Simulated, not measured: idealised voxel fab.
Process module name: voxel self aligned contacts
FYI the section here is cut, 225 nm wide, cells are 5 nm squares.
Cross-section format: a grid of square cells, given as bands from top to bottom; each band is one or more rows of cells. Read a band's entry like this: the first values are the height of its top and the height of its bottom in nm, and what follows is the sequence of materials from left to right, each with its width in nm. Note that "empty" is empty space, and that a single material marked "all across" reaches across the band from edge to edge. Heads up on the height convention: 0 is the point under which the incoming wafer is all one material, and the lowest band has no bottom, it just keeps going down, like "from 0 down". The two numbers in a width such as "30->40" mark its ends across the band: the first belongs to the top row of cells, the second to the bottom row, and from each row to the next the width moves by the same amount. The cross-section has no changed cell in any step marked "remains unaltered". "Closed void entries" lists enclosed empty spaces (at least 8 cells, no open path upward to the top), each as width x height at distance from the left edge, in nm. Text after the settings on a step's line: the simulator's own remark on that step. overlay nm, on a step with a mask: how far to the right of its planned place the mask lay; to the left if negative.
[Steps in the process plan]
| 1 | RECEIVE: material Si |
| 2 | OXIDIZE: depth nm 5 |
| 3 | DIRECTIONAL_DEP: material polySi, thk nm 20 |
| 4 | DIRECTIONAL_DEP: material SiN, thk nm 25 |
| 5 | DIRECTIONAL_DEP: material aC, thk nm 10 |
| 6 | PATTERN: tone cover, mask id GATE, material resist, width nm 25, pitch nm 70, thk nm 25, overlay nm 0 |
| 7 | DIRECTIONAL_ETCH: etch materials aC, depth nm 10 |
| 8 | STRIP: etch materials resist |
| 9 | DIRECTIONAL_ETCH: etch materials SiN, depth nm 25 |
| 10 | DIRECTIONAL_ETCH: etch materials polySi, depth nm 20 |
| 11 | STRIP: etch materials aC |
| 12 | CONFORMAL_DEP: material SiN, thk nm 10 |
| 13 | DIRECTIONAL_ETCH: etch materials SiN, depth nm 10 |
| 14 | FILL_DEP: material SiO2, thk nm 15 |
| 15 | CMP: height nm 50 |
| 16 | DIRECTIONAL_DEP: material aC, thk nm 10 |
| 17 | PATTERN: tone open, mask id CONTACT, material resist, width nm 55, pitch nm 70, thk nm 30, overlay nm 0 |
| 18 | DIRECTIONAL_ETCH: etch materials aC, depth nm 10 |
| 19 | STRIP: etch materials resist |
| 20 | DIRECTIONAL_ETCH: etch materials SiO2, depth nm 55 |
| 21 | STRIP: etch materials aC |
| 22 | CONFORMAL_DEP: material TiN, thk nm 5 |
| 23 | FILL_DEP: material Ru, thk nm 10 |
| 24 | CMP: height nm 50 |
| 25 | CONFORMAL_DEP: material SiN, thk nm 5 |
[As received (post step 1): cross-section]
- from 0 down: Si all across
- Closed void entries: none
[Starting wafer: above. Plan: above. Run: one mistake. Cross-section after the module: below]
- from 55 to 50: SiN all across
- from 50 to 45: SiO2 50, SiN 20, Ru 15, SiN 20, SiO2 15, SiN 20, Ru 15, SiN 20, SiO2 50
- from 45 to 20: SiO2 20, SiN 50, Ru 15, SiN 55, Ru 15, SiN 50, SiO2 20
- from 20 to 0: SiO2 20, SiN 10, polySi 25, SiN 15, Ru 15, SiN 15, polySi 25, SiN 15, Ru 15, SiN 15, polySi 25, SiN 10, SiO2 20
- from 0 to -5: SiO2 65, SiN 25, SiO2 45, SiN 25, SiO2 65
- from -5 down: Si all across
- Closed void entries: none
what went wrong: step 22 was not run as planned; what actually ran was CONFORMAL_DEP: material SiN, thk nm 5
